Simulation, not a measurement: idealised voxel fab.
Process module name: voxel gate over fins
Cross-section cut: width 230 nm, square cells of 5 nm.
Cross-section spec: square-cell grid; bands listed top down; each band is one or more rows. Heads up on the band format: heights come first, top then bottom, in nm. After that it's the materials left to right, each with its width in nm. A single material flagged "full width" fills the whole band edge to edge, and "empty" means there's empty space there. Below 0: as-received wafer, all one material; heights counted from there. Lowest band: no bottom, goes on down, written "top 0, no bottom". Quick explanation for "30 to 40": the width changes in equal steps down the rows of cells, from the first number in the band's top row to the second number in its bottom row. Basically "no alterations made" means that step didn't change any cell in the cross-section. Heads up: "Enclosed internal cavities" only lists the empty pockets with no open path to the top that are 8 cells or more, and it writes them as width x height at distance, distance from the left edge, in nm. Formally, on a step line, whatever follows the settings is a remark that the simulator itself makes on the step. overlay nm: how far to the right of its planned place the mask lay on this masked step (negative: to the left).

[So here's the lineup of process steps we planned]
| 1 | RECEIVE | material Si |
| 2 | CONFORMAL_DEP | material SiN | thk nm 10 |
| 3 | MASKED_ETCH | tone cover | mask id FINS | width nm 15 | pitch nm 40 | etch materials SiN | depth nm 10 | overlay nm 0 |
| 4 | MASKED_ETCH | tone cover | mask id FINS | width nm 15 | pitch nm 40 | etch materials Si | depth nm 30 | overlay nm 0 |
| 5 | OXIDIZE | depth nm 5 |
| 6 | FILL_DEP | material SiO2 | thk nm 5 |
| 7 | CMP | height nm 10 |
| 8 | SELECTIVE_ETCH | etch materials SiO2 | depth nm 25 |
| 9 | STRIP | etch materials SiN |
| 10 | CONFORMAL_DEP | material HfO2 | thk nm 5 |
| 11 | CONFORMAL_DEP | material TiN | thk nm 5 |
| 12 | FILL_DEP | material W | thk nm 10 |
| 13 | CMP | height nm 15 |
| 14 | CONFORMAL_DEP | material SiCN | thk nm 10 |

[Cross-section of the wafer upon arrival, representing the state reached after step 1]
* top 0, no bottom  Si full width
* Enclosed internal cavities: none

[Module complete, cross-section. Starting point and plan per above. One mistake made in running the module]
* top 25, bottom 15  SiCN full width
* top 15, bottom 10  W full width
* top 10, bottom 5  W 80 | TiN 30 | W 10 | TiN 30 | W 80
* top 5, bottom 0  W 80 | TiN 5 | HfO2 20 | TiN 5 | W 10 | TiN 5 | HfO2 20 | TiN 5 | W 80
* top 0, bottom -5  W 80 | TiN 5 | HfO2 5 | Si 10 | HfO2 5 | TiN 5 | W 10 | TiN 5 | HfO2 5 | Si 10 | HfO2 5 | TiN 5 | W 80
* top -5, bottom -10  TiN 85 | HfO2 5 | Si 10 | HfO2 5 | TiN 20 | HfO2 5 | Si 10 | HfO2 5 | TiN 85
* top -10, bottom -15  HfO2 90 | Si 10 | HfO2 30 | Si 10 | HfO2 90
* top -15, bottom -35  SiO2 90 | Si 10 | SiO2 30 | Si 10 | SiO2 90
* top -35, no bottom  Si full width
* Enclosed internal cavities: none
Want to know what went wrong? rather than as planned, step 3 actually ran as MASKED_ETCH | tone cover | mask id FINS | width nm 20 | pitch nm 40 | etch materials SiN | depth nm 10 | overlay nm 0
